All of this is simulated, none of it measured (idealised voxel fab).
Presented below is a process module, voxel self aligned vias.
The cross-section shown here is cut; it is 155 nm wide and divided into square cells measuring 5 nm on a side.
A cross-section is a grid of square cells, given in bands from the top down. A band is one or more rows of cells. Per band: top height and bottom height in nm, followed by the left-to-right materials and their widths in nm; "full width" marks a single material spanning edge to edge, "empty" marks empty space. A quick word on heights: they are counted from 0, and under that level the wafer as it came to us is one material throughout. The lowest band is different from the rest in having no bottom; it simply continues downward, written as in "0 -> down". Width: "30..40" (first number = top row, second number = bottom row, same change from row to row of cells). For the purposes of this document, the phrase "nothing changed" attached to a step denotes that no cell within the cross-section was modified by that step. Encapsulated voids: empty space of 8 cells or more with no open way to the top, each as width x height at its distance from the left edge, in nm. The remark found on a step's line after its settings is issued by the simulator itself and pertains to that step. The setting "overlay nm" may be written on the line of a step. When the step uses a mask, the value reports how far to the right of the planned place the mask lay, and a negative value reports that it lay to the left.
Here's what the planned process steps look like:
step 1: RECEIVE: material Si
step 2: CONFORMAL_DEP: material SiO2, thk nm 15
step 3: CONFORMAL_DEP: material SiCN, thk nm 5
step 4: DIRECTIONAL_DEP: material SiO2, thk nm 25
step 5: PATTERN: tone open, mask id LINES, material resist, width nm 30, pitch nm 55, thk nm 15, overlay nm 0
step 6: DIRECTIONAL_ETCH: etch materials SiO2, depth nm 25
step 7: STRIP: etch materials resist
step 8: CONFORMAL_DEP: material TiN, thk nm 5
step 9: FILL_DEP: material W, thk nm 10
step 10: CMP: height nm 45
step 11: SELECTIVE_ETCH: etch materials W Ru TiN, depth nm 5
step 12: FILL_DEP: material SiN, thk nm 10
step 13: CMP: height nm 45
step 14: DIRECTIONAL_DEP: material SiO2, thk nm 15
step 15: MASKED_ETCH: tone open, mask id VIAS, width nm 40, pitch nm 55, etch materials SiO2, depth nm 15, overlay nm 0
step 16: MASKED_ETCH: tone open, mask id VIAS, width nm 40, pitch nm 55, etch materials SiN, depth nm 5, overlay nm 0
step 17: CONFORMAL_DEP: material TiN, thk nm 5
step 18: FILL_DEP: material Ru, thk nm 10
step 19: CMP: height nm 60
step 20: CONFORMAL_DEP: material SiCN, thk nm 5
Below: the first of two wafers, run as planned:
Wafer at receipt (post step 1), cross-section:
0 -> down = Si full width
Encapsulated voids: none
How the wafer stands in section after step 2:
15 -> 0 = SiO2 full width
Under 0: no change, same as before.
How the wafer stands in section after step 3:
20 -> 15 = SiCN full width
Under 15: no change, same as before.
How the wafer stands in section after step 4:
45 -> 20 = SiO2 full width
Under 20: no change, same as before.
How the wafer stands in section after step 5:
60 -> 45 = resist=35  empty=30  resist=25  empty=30  resist=35
Under 45: no change, same as before.
How the wafer stands in section after step 6:
60 -> 45 = resist=35  empty=30  resist=25  empty=30  resist=35
45 -> 20 = SiO2=35  empty=30  SiO2=25  empty=30  SiO2=35
Under 20: no change, same as before.
How the wafer stands in section after step 7:
45 -> 20 = SiO2=35  empty=30  SiO2=25  empty=30  SiO2=35
Under 20: no change, same as before.
How the wafer stands in section after step 8:
50 -> 45 = TiN=40  empty=20  TiN=35  empty=20  TiN=40
45 -> 25 = SiO2=35  TiN=5  empty=20  TiN=5  SiO2=25  TiN=5  empty=20  TiN=5  SiO2=35
25 -> 20 = SiO2=35  TiN=30  SiO2=25  TiN=30  SiO2=35
Under 20: no change, same as before.
How the wafer stands in section after step 9:
60 -> 50 = W full width
50 -> 45 = TiN=40  W=20  TiN=35  W=20  TiN=40
45 -> 25 = SiO2=35  TiN=5  W=20  TiN=5  SiO2=25  TiN=5  W=20  TiN=5  SiO2=35
Under 25: no change, same as before.
How the wafer stands in section after step 10:
45 -> 25 = SiO2=35  TiN=5  W=20  TiN=5  SiO2=25  TiN=5  W=20  TiN=5  SiO2=35
Under 25: no change, same as before.
How the wafer stands in section after step 11:
45 -> 40 = SiO2=35  empty=30  SiO2=25  empty=30  SiO2=35
Under 40: no change, same as before.
How the wafer stands in section after step 12:
55 -> 45 = SiN full width
45 -> 40 = SiO2=35  SiN=30  SiO2=25  SiN=30  SiO2=35
Under 40: no change, same as before.
How the wafer stands in section after step 13:
45 -> 40 = SiO2=35  SiN=30  SiO2=25  SiN=30  SiO2=35
Under 40: no change, same as before.
How the wafer stands in section after step 14:
60 -> 45 = SiO2 full width
Under 45: no change, same as before.
How the wafer stands in section after step 15:
60 -> 45 = SiO2=30  empty=40  SiO2=15  empty=40  SiO2=30
Under 45: no change, same as before.
How the wafer stands in section after step 16:
60 -> 45 = SiO2=30  empty=40  SiO2=15  empty=40  SiO2=30
45 -> 40 = SiO2=35  empty=30  SiO2=25  empty=30  SiO2=35
Under 40: no change, same as before.
How the wafer stands in section after step 17:
65 -> 60 = TiN=35  empty=30  TiN=25  empty=30  TiN=35
60 -> 50 = SiO2=30  TiN=5  empty=30  TiN=5  SiO2=15  TiN=5  empty=30  TiN=5  SiO2=30
50 -> 45 = SiO2=30  TiN=10  empty=20  TiN=10  SiO2=15  TiN=10  empty=20  TiN=10  SiO2=30
45 -> 40 = SiO2=35  TiN=30  SiO2=25  TiN=30  SiO2=35
Under 40: no change, same as before.
How the wafer stands in section after step 18:
75 -> 65 = Ru full width
65 -> 60 = TiN=35  Ru=30  TiN=25  Ru=30  TiN=35
60 -> 50 = SiO2=30  TiN=5  Ru=30  TiN=5  SiO2=15  TiN=5  Ru=30  TiN=5  SiO2=30
50 -> 45 = SiO2=30  TiN=10  Ru=20  TiN=10  SiO2=15  TiN=10  Ru=20  TiN=10  SiO2=30
Under 45: no change, same as before.
How the wafer stands in section after step 19:
60 -> 50 = SiO2=30  TiN=5  Ru=30  TiN=5  SiO2=15  TiN=5  Ru=30  TiN=5  SiO2=30
Under 50: no change, same as before.
How the wafer stands in section after step 20:
65 -> 60 = SiCN full width
Under 60: no change, same as before.
Wafer two of the pair: same origin, same plan, one error during the run; identical to wafer one up to and including step 14:
Cross-section, second wafer, at the end time the plan gives for step 15:
60 -> 45 = SiO2=40  empty=40  SiO2=15  empty=40  SiO2=20
Under 45: no change, same as before.
Cross-section, second wafer, at the end time the plan gives for step 16:
60 -> 45 = SiO2=40  empty=40  SiO2=15  empty=40  SiO2=20
45 -> 40 = SiO2=35  SiN=5  empty=25  SiO2=25  SiN=5  empty=25  SiO2=35
Under 40: no change, same as before.
Cross-section, second wafer, at the end time the plan gives for step 17:
65 -> 60 = TiN=45  empty=30  TiN=25  empty=30  TiN=25
60 -> 50 = SiO2=40  TiN=5  empty=30  TiN=5  SiO2=15  TiN=5  empty=30  TiN=5  SiO2=20
50 -> 45 = SiO2=40  TiN=5  empty=15  TiN=20  SiO2=15  TiN=5  empty=15  TiN=20  SiO2=20
45 -> 40 = SiO2=35  SiN=5  TiN=25  SiO2=25  SiN=5  TiN=25  SiO2=35
Under 40: no change, same as before.
Cross-section, second wafer, at the end time the plan gives for step 18:
75 -> 65 = Ru full width
65 -> 60 = TiN=45  Ru=30  TiN=25  Ru=30  TiN=25
60 -> 50 = SiO2=40  TiN=5  Ru=30  TiN=5  SiO2=15  TiN=5  Ru=30  TiN=5  SiO2=20
50 -> 45 = SiO2=40  TiN=5  Ru=15  TiN=20  SiO2=15  TiN=5  Ru=15  TiN=20  SiO2=20
Under 45: no change, same as before.
Cross-section, second wafer, at the end time the plan gives for step 19:
60 -> 50 = SiO2=40  TiN=5  Ru=30  TiN=5  SiO2=15  TiN=5  Ru=30  TiN=5  SiO2=20
Under 50: no change, same as before.
Cross-section, second wafer, at the end time the plan gives for step 20:
65 -> 60 = SiCN full width
Under 60: no change, same as before.
Run error: step 15 deviated from plan and actually ran as MASKED_ETCH: tone open, mask id VIAS, width nm 40, pitch nm 55, etch materials SiO2, depth nm 15, overlay nm 10
It is noted that, at the conclusion of processing, the second wafer exhibits a higher or lower cell count for certain materials relative to the first: Ru: 2 fewer; SiN: 2 more
